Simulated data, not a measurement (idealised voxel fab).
The name of this process module is voxel self aligned contacts.
FYI the section here is cut, 230 nm wide, cells are 5 nm squares.
Cross-sections here: square-cell grids, written as top-down lists of bands, a band being one or more rows of cells.
Basically the band line says how high the top is and how high the bottom is, in nm, and then what's in it from left to right, every material with its width in nm. Empty space shows up as "air", and if a single material carries "full width" it runs the full band edge to edge.
It should be noted that heights are counted from 0, beneath which the wafer as supplied is of one material throughout, and that the lowest band possesses no lower boundary but continues downward, as written in "0 down".
The notation "30..40" denotes a width that varies across the rows of cells in the band, beginning at the first number in the top row, finishing at the second number in the bottom row, and changing by an identical amount from each row to the next.
"changes: none" for a step: no cell of the cross-section changed in that step.
"Unvented internal voids" contains a list of empty spaces, each no smaller than 8 cells and without an open way to the top, written in the form width x height at distance with the distance from the left edge and all three in nm.
Note: text after step settings on the step line = simulator remark on that step.
Among the settings permitted on a step's line is "overlay nm"; applied to a step with a mask, it specifies the extent to which the mask lay to the right of its planned position, whereas a negative figure signifies a position to the left.
The steps planned for the process are as follows:
1 RECEIVE with material Si
2 OXIDIZE with depth nm 5
3 DIRECTIONAL_DEP with material polySi, thk nm 20
4 DIRECTIONAL_DEP with material SiN, thk nm 25
5 MASKED_ETCH with tone cover, mask id GATE, width nm 35, pitch nm 75, etch materials SiN, depth nm 25, overlay nm 0
6 MASKED_ETCH with tone cover, mask id GATE, width nm 35, pitch nm 75, etch materials polySi, depth nm 20, overlay nm 0
7 CONFORMAL_DEP with material SiN, thk nm 10
8 DIRECTIONAL_ETCH with etch materials SiN, depth nm 10
9 FILL_DEP with material SiO2, thk nm 15
10 CMP with height nm 50
11 DIRECTIONAL_DEP with material aC, thk nm 10
12 PATTERN with tone open, mask id CONTACT, material resist, width nm 60, pitch nm 75, thk nm 30, overlay nm 0
13 DIRECTIONAL_ETCH with etch materials aC, depth nm 10
14 STRIP with etch materials resist
15 DIRECTIONAL_ETCH with etch materials SiO2, depth nm 55
16 STRIP with etch materials aC
17 CONFORMAL_DEP with material TiN, thk nm 5
18 FILL_DEP with material Ru, thk nm 10
19 CMP with height nm 40
20 CONFORMAL_DEP with material SiCN, thk nm 5
Quick note for whoever runs this: the wafers start identical, but the height nm at step 19 isn't the same across them. The plan just shows what the first wafer had.
Sectional view: first of several wafers, as received, after step 1:
> 0 down  Si full width
> Unvented internal voids: none
Per wafer (row), end of module: delta in cells per material since receipt, (+) for gained, (-) for lost; closed voids after that:
height nm 40, +32 Ru, -46 Si, +46 SiCN, +180 SiN, +78 SiO2, +40 TiN, +84 polySi, Unvented internal voids: none
height nm 45, +36 Ru, -46 Si, +46 SiCN, +213 SiN, +83 SiO2, +44 TiN, +84 polySi, Unvented internal voids: none
height nm 50, +40 Ru, -46 Si, +46 SiCN, +213 SiN, +105 SiO2, +64 TiN, +84 polySi, Unvented internal voids: none
height nm 55, +60 Ru, -46 Si, +46 SiCN, +213 SiN, +105 SiO2, +90 TiN, +84 polySi, Unvented internal voids: none
height nm 60, +106 Ru, -46 Si, +46 SiCN, +213 SiN, +105 SiO2, +90 TiN, +84 polySi, Unvented internal voids: none
height nm 65, +152 Ru, -46 Si, +46 SiCN, +213 SiN, +105 SiO2, +90 TiN, +84 polySi, Unvented internal voids: none
